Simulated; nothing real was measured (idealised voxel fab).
voxel ribs on slabs: a process module
185 nm wide, 5 nm square cells: that's cross-section cut.
Reading order for cross-sections: top band down to bottom band. Underlying form: a grid of square cells. Band size: one or more rows of cells.
The band entry comprises the height of the band's top followed by the height of its bottom, expressed in nm, and subsequently the band's materials from left to right, each stated together with its width in nm. Where a single material is marked with the word "all across", that material fills the band from edge to edge. The word "empty" represents empty space.
Beneath 0, the wafer as received is one material, and that level is where height counting begins. The lowest band goes on downward without a bottom; it is written like "0 and below".
Width spec "30..40" -> top row of cells at first value, bottom row at second value, equal per-row change in between.
The cross-section has no changed cell in any step marked "identical to before".
For the entry "Voids, enclosed", the listed items are empty spaces with no open way to the top whose size is 8 cells or more; each item follows the pattern width x height at distance, where distance is from the left edge and all three are in nm.
The remark found on a step's line after its settings is issued by the simulator itself and pertains to that step.
On any step carrying a mask, the "overlay nm" setting, if present on the step's line, tells how far right of its planned place the mask lay; negative values point to the left.

# The planned process steps are enumerated hereunder
1 RECEIVE (material Si)
2 DIRECTIONAL_DEP (material SiO2; thk nm 25)
3 DIRECTIONAL_DEP (material polySi; thk nm 15)
4 PATTERN (tone cover; mask id RIB; material resist; width nm 15; thk nm 20; overlay nm 0)
5 DIRECTIONAL_ETCH (etch materials polySi; depth nm 5)
6 STRIP (etch materials resist)
7 PATTERN (tone cover; mask id SLAB; material resist; width nm 55; thk nm 20; overlay nm 0)
8 DIRECTIONAL_ETCH (etch materials polySi; depth nm 10)
9 STRIP (etch materials resist)
10 FILL_DEP (material SiO2; thk nm 20)
11 CMP (height nm 50)
12 DIRECTIONAL_DEP (material TiN; thk nm 5)
13 PATTERN (tone cover; mask id HEATER; material resist; width nm 25; thk nm 20; overlay nm 0)
14 DIRECTIONAL_ETCH (etch materials TiN; depth nm 5)
15 STRIP (etch materials resist)
16 CONFORMAL_DEP (material SiO2; thk nm 5)

# Incoming wafer in cross-section (state: after step 1)
> 0 and below = Si all across
> Voids, enclosed: none

# One mistake in running the module, otherwise start and plan as above: cross-section at the end
> 60 down to 40 = SiO2 all across
> 40 down to 35 = 85 nm SiO2 | 15 nm polySi | 85 nm SiO2
> 35 down to 25 = 65 nm SiO2 | 55 nm polySi | 65 nm SiO2
> 25 down to 0 = SiO2 all across
> 0 and below = Si all across
> Voids, enclosed: none
Which mistake was made when the wafer was run? rather than as planned, step 12 actually ran as DIRECTIONAL_DEP (material SiO2; thk nm 5)
